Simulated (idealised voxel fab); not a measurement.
Title: Process Module voxel self aligned contacts
The cross-section on display is named cut; it measures 275 nm wide, and its cells are 5 nm squares.
For the purposes of this document, a cross-section shall be understood as a grid of square cells, specified as bands listed in top-to-bottom order, each band consisting of one or more rows of cells.
Heads up on the band format: heights come first, top then bottom, in nm. After that it's the materials left to right, each with its width in nm. A single material flagged "edge to edge" fills the whole band edge to edge, and "empty" means there's empty space there.
The level at which height equals 0 is the one under which the wafer, as it arrives, is entirely one material. No lower edge exists for the bottom band, which continues downward and is notated as in "0..down".
Width: "30->40" (first number = top row, second number = bottom row, same change from row to row of cells).
Where the words "remained unchanged" appear for a step, the cross-section shows no cell changed by that step; every cell remained as before.
Closed-off voids of 8+ cells (no open route to the top) go in "Closed void list", written width x height at distance from the left edge, in nm.
Whatever follows a step's settings on its line is a remark the simulator itself makes about that step.
The line of a step may include "overlay nm". On a step with a mask, this value is how far to the right of its planned place the mask lay. A negative value means the mask lay to the left.
[The following list gives the planned process steps]
- 1: op RECEIVE | material Si
- 2: op OXIDIZE | depth nm 5
- 3: op DIRECTIONAL_DEP | material polySi | thk nm 30
- 4: op DIRECTIONAL_DEP | material SiN | thk nm 20
- 5: op PATTERN | tone cover | mask id GATE | material resist | width nm 35 | pitch nm 65 | thk nm 20 | overlay nm 0
- 6: op DIRECTIONAL_ETCH | etch materials SiN | depth nm 20
- 7: op DIRECTIONAL_ETCH | etch materials polySi | depth nm 30
- 8: op STRIP | etch materials resist
- 9: op CONFORMAL_DEP | material SiN | thk nm 5
- 10: op DIRECTIONAL_ETCH | etch materials SiN | depth nm 5
- 11: op FILL_DEP | material SiO2 | thk nm 10
- 12: op CMP | height nm 55
- 13: op PATTERN | tone open | mask id CONTACT | material resist | width nm 40 | pitch nm 65 | thk nm 15 | overlay nm 0
- 14: op DIRECTIONAL_ETCH | etch materials SiO2 | depth nm 60
- 15: op STRIP | etch materials resist
- 16: op CONFORMAL_DEP | material TiN | thk nm 5
- 17: op FILL_DEP | material W | thk nm 5
- 18: op CMP | height nm 55
- 19: op CONFORMAL_DEP | material SiCN | thk nm 5
[First wafer out of two, processed as planned]
[as received, after step 1]
	0..down  Si edge to edge
	Closed void list: none
[Sectional view: wafer, after step 2]
	0..-5  SiO2 edge to edge
	Below -5, the layers are the same as they were.
[Sectional view: wafer, after step 3]
	30..0  polySi edge to edge
	Below 0, the layers are the same as they were.
[Sectional view: wafer, after step 4]
	50..30  SiN edge to edge
	Below 30, the layers are the same as they were.
[Sectional view: wafer, after step 5]
	70..50  empty 55 nm, resist 35 nm, empty 30 nm, resist 35 nm, empty 30 nm, resist 35 nm, empty 55 nm
	Below 50, the layers are the same as they were.
[Sectional view: wafer, after step 6]
	70..50  empty 55 nm, resist 35 nm, empty 30 nm, resist 35 nm, empty 30 nm, resist 35 nm, empty 55 nm
	50..30  empty 55 nm, SiN 35 nm, empty 30 nm, SiN 35 nm, empty 30 nm, SiN 35 nm, empty 55 nm
	Below 30, the layers are the same as they were.
[Sectional view: wafer, after step 7]
	70..50  empty 55 nm, resist 35 nm, empty 30 nm, resist 35 nm, empty 30 nm, resist 35 nm, empty 55 nm
	50..30  empty 55 nm, SiN 35 nm, empty 30 nm, SiN 35 nm, empty 30 nm, SiN 35 nm, empty 55 nm
	30..0  empty 55 nm, polySi 35 nm, empty 30 nm, polySi 35 nm, empty 30 nm, polySi 35 nm, empty 55 nm
	Below 0, the layers are the same as they were.
[Sectional view: wafer, after step 8]
	50..30  empty 55 nm, SiN 35 nm, empty 30 nm, SiN 35 nm, empty 30 nm, SiN 35 nm, empty 55 nm
	Below 30, the layers are the same as they were.
[Sectional view: wafer, after step 9]
	55..30  empty 50 nm, SiN 45 nm, empty 20 nm, SiN 45 nm, empty 20 nm, SiN 45 nm, empty 50 nm
	30..5  empty 50 nm, SiN 5 nm, polySi 35 nm, SiN 5 nm, empty 20 nm, SiN 5 nm, polySi 35 nm, SiN 5 nm, empty 20 nm, SiN 5 nm, polySi 35 nm, SiN 5 nm, empty 50 nm
	5..0  SiN 55 nm, polySi 35 nm, SiN 30 nm, polySi 35 nm, SiN 30 nm, polySi 35 nm, SiN 55 nm
	Below 0, the layers are the same as they were.
[Sectional view: wafer, after step 10]
	50..30  empty 50 nm, SiN 45 nm, empty 20 nm, SiN 45 nm, empty 20 nm, SiN 45 nm, empty 50 nm
	30..0  empty 50 nm, SiN 5 nm, polySi 35 nm, SiN 5 nm, empty 20 nm, SiN 5 nm, polySi 35 nm, SiN 5 nm, empty 20 nm, SiN 5 nm, polySi 35 nm, SiN 5 nm, empty 50 nm
	Below 0, the layers are the same as they were.
[Sectional view: wafer, after step 11]
	60..50  SiO2 edge to edge
	50..30  SiO2 50 nm, SiN 45 nm, SiO2 20 nm, SiN 45 nm, SiO2 20 nm, SiN 45 nm, SiO2 50 nm
	30..0  SiO2 50 nm, SiN 5 nm, polySi 35 nm, SiN 5 nm, SiO2 20 nm, SiN 5 nm, polySi 35 nm, SiN 5 nm, SiO2 20 nm, SiN 5 nm, polySi 35 nm, SiN 5 nm, SiO2 50 nm
	Below 0, the layers are the same as they were.
[Sectional view: wafer, after step 12]
	55..50  SiO2 edge to edge
	Below 50, the layers are the same as they were.
[Sectional view: wafer, after step 13]
	70..55  resist 85 nm, empty 40 nm, resist 25 nm, empty 40 nm, resist 85 nm
	Below 55, the layers are the same as they were.
[Sectional view: wafer, after step 14]
	70..55  resist 85 nm, empty 40 nm, resist 25 nm, empty 40 nm, resist 85 nm
	55..50  SiO2 85 nm, empty 40 nm, SiO2 25 nm, empty 40 nm, SiO2 85 nm
	50..30  SiO2 50 nm, SiN 45 nm, empty 20 nm, SiN 45 nm, empty 20 nm, SiN 45 nm, SiO2 50 nm
	30..0  SiO2 50 nm, SiN 5 nm, polySi 35 nm, SiN 5 nm, empty 20 nm, SiN 5 nm, polySi 35 nm, SiN 5 nm, empty 20 nm, SiN 5 nm, polySi 35 nm, SiN 5 nm, SiO2 50 nm
	0..-5  SiO2 95 nm, empty 20 nm, SiO2 45 nm, empty 20 nm, SiO2 95 nm
	Below -5, the layers are the same as they were.
[Sectional view: wafer, after step 15]
	55..50  SiO2 85 nm, empty 40 nm, SiO2 25 nm, empty 40 nm, SiO2 85 nm
	Below 50, the layers are the same as they were.
[Sectional view: wafer, after step 16]
	60..55  TiN 90 nm, empty 30 nm, TiN 35 nm, empty 30 nm, TiN 90 nm
	55..50  SiO2 85 nm, TiN 15 nm, empty 10 nm, TiN 15 nm, SiO2 25 nm, TiN 15 nm, empty 10 nm, TiN 15 nm, SiO2 85 nm
	50..30  SiO2 50 nm, SiN 45 nm, TiN 5 nm, empty 10 nm, TiN 5 nm, SiN 45 nm, TiN 5 nm, empty 10 nm, TiN 5 nm, SiN 45 nm, SiO2 50 nm
	30..0  SiO2 50 nm, SiN 5 nm, polySi 35 nm, SiN 5 nm, TiN 5 nm, empty 10 nm, TiN 5 nm, SiN 5 nm, polySi 35 nm, SiN 5 nm, TiN 5 nm, empty 10 nm, TiN 5 nm, SiN 5 nm, polySi 35 nm, SiN 5 nm, SiO2 50 nm
	0..-5  SiO2 95 nm, TiN 20 nm, SiO2 45 nm, TiN 20 nm, SiO2 95 nm
	Below -5, the layers are the same as they were.
[Sectional view: wafer, after step 17]
	65..60  W edge to edge
	60..55  TiN 90 nm, W 30 nm, TiN 35 nm, W 30 nm, TiN 90 nm
	55..50  SiO2 85 nm, TiN 15 nm, W 10 nm, TiN 15 nm, SiO2 25 nm, TiN 15 nm, W 10 nm, TiN 15 nm, SiO2 85 nm
	50..30  SiO2 50 nm, SiN 45 nm, TiN 5 nm, W 10 nm, TiN 5 nm, SiN 45 nm, TiN 5 nm, W 10 nm, TiN 5 nm, SiN 45 nm, SiO2 50 nm
	30..0  SiO2 50 nm, SiN 5 nm, polySi 35 nm, SiN 5 nm, TiN 5 nm, W 10 nm, TiN 5 nm, SiN 5 nm, polySi 35 nm, SiN 5 nm, TiN 5 nm, W 10 nm, TiN 5 nm, SiN 5 nm, polySi 35 nm, SiN 5 nm, SiO2 50 nm
	Below 0, the layers are the same as they were.
[Sectional view: wafer, after step 18]
	55..50  SiO2 85 nm, TiN 15 nm, W 10 nm, TiN 15 nm, SiO2 25 nm, TiN 15 nm, W 10 nm, TiN 15 nm, SiO2 85 nm
	Below 50, the layers are the same as they were.
[Sectional view: wafer, after step 19]
	60..55  SiCN edge to edge
	Below 55, the layers are the same as they were.
[The second wafer was prepared from the same starting point and under the same plan as the first; its processing contained one mistake, and it remains indistinguishable from the first wafer up to and including step 3]
[Cross-section of the second wafer at the time step 4 of the plan should have ended]
	70..30  SiN edge to edge
	Below 30, the layers are the same as they were.
[Cross-section of the second wafer at the time step 5 of the plan should have ended]
	90..70  empty 55 nm, resist 35 nm, empty 30 nm, resist 35 nm, empty 30 nm, resist 35 nm, empty 55 nm
	Below 70, the layers are the same as they were.
[Cross-section of the second wafer at the time step 6 of the plan should have ended]
	90..70  empty 55 nm, resist 35 nm, empty 30 nm, resist 35 nm, empty 30 nm, resist 35 nm, empty 55 nm
	70..50  empty 55 nm, SiN 35 nm, empty 30 nm, SiN 35 nm, empty 30 nm, SiN 35 nm, empty 55 nm
	Below 50, the layers are the same as they were.
Cross-section of the second wafer at the time step 7 of the plan should have ended: remained unchanged
[Cross-section of the second wafer at the time step 8 of the plan should have ended]
	70..50  empty 55 nm, SiN 35 nm, empty 30 nm, SiN 35 nm, empty 30 nm, SiN 35 nm, empty 55 nm
	Below 50, the layers are the same as they were.
[Cross-section of the second wafer at the time step 9 of the plan should have ended]
	75..55  empty 50 nm, SiN 45 nm, empty 20 nm, SiN 45 nm, empty 20 nm, SiN 45 nm, empty 50 nm
	55..30  SiN edge to edge
	Below 30, the layers are the same as they were.
[Cross-section of the second wafer at the time step 10 of the plan should have ended]
	70..50  empty 50 nm, SiN 45 nm, empty 20 nm, SiN 45 nm, empty 20 nm, SiN 45 nm, empty 50 nm
	Below 50, the layers are the same as they were.
[Cross-section of the second wafer at the time step 11 of the plan should have ended]
	80..70  SiO2 edge to edge
	70..50  SiO2 50 nm, SiN 45 nm, SiO2 20 nm, SiN 45 nm, SiO2 20 nm, SiN 45 nm, SiO2 50 nm
	Below 50, the layers are the same as they were.
[Cross-section of the second wafer at the time step 12 of the plan should have ended]
	55..50  SiO2 50 nm, SiN 45 nm, SiO2 20 nm, SiN 45 nm, SiO2 20 nm, SiN 45 nm, SiO2 50 nm
	Below 50, the layers are the same as they were.
[Cross-section of the second wafer at the time step 13 of the plan should have ended]
	70..55  resist 85 nm, empty 40 nm, resist 25 nm, empty 40 nm, resist 85 nm
	Below 55, the layers are the same as they were.
[Cross-section of the second wafer at the time step 14 of the plan should have ended]
	70..55  resist 85 nm, empty 40 nm, resist 25 nm, empty 40 nm, resist 85 nm
	55..50  SiO2 50 nm, SiN 45 nm, empty 20 nm, SiN 45 nm, empty 20 nm, SiN 45 nm, SiO2 50 nm
	Below 50, the layers are the same as they were.
[Cross-section of the second wafer at the time step 15 of the plan should have ended]
	55..50  SiO2 50 nm, SiN 45 nm, empty 20 nm, SiN 45 nm, empty 20 nm, SiN 45 nm, SiO2 50 nm
	Below 50, the layers are the same as they were.
[Cross-section of the second wafer at the time step 16 of the plan should have ended]
	60..55  TiN 100 nm, empty 10 nm, TiN 55 nm, empty 10 nm, TiN 100 nm
	55..50  SiO2 50 nm, SiN 45 nm, TiN 20 nm, SiN 45 nm, TiN 20 nm, SiN 45 nm, SiO2 50 nm
	Below 50, the layers are the same as they were.
[Cross-section of the second wafer at the time step 17 of the plan should have ended]
	65..60  W edge to edge
	60..55  TiN 100 nm, W 10 nm, TiN 55 nm, W 10 nm, TiN 100 nm
	Below 55, the layers are the same as they were.
[Cross-section of the second wafer at the time step 18 of the plan should have ended]
	55..50  SiO2 50 nm, SiN 45 nm, TiN 20 nm, SiN 45 nm, TiN 20 nm, SiN 45 nm, SiO2 50 nm
	Below 50, the layers are the same as they were.
[Cross-section of the second wafer at the time step 19 of the plan should have ended]
	60..55  SiCN edge to edge
	Below 55, the layers are the same as they were.
It is concluded that the wafer was processed incorrectly with respect to the plan, in that step 4 of the plan was carried out twice
Count the cells at the end and the second wafer has more or fewer of some materials than the first: +103 SiN, -211 SiO2, -52 TiN, -44 W, +204 polySi
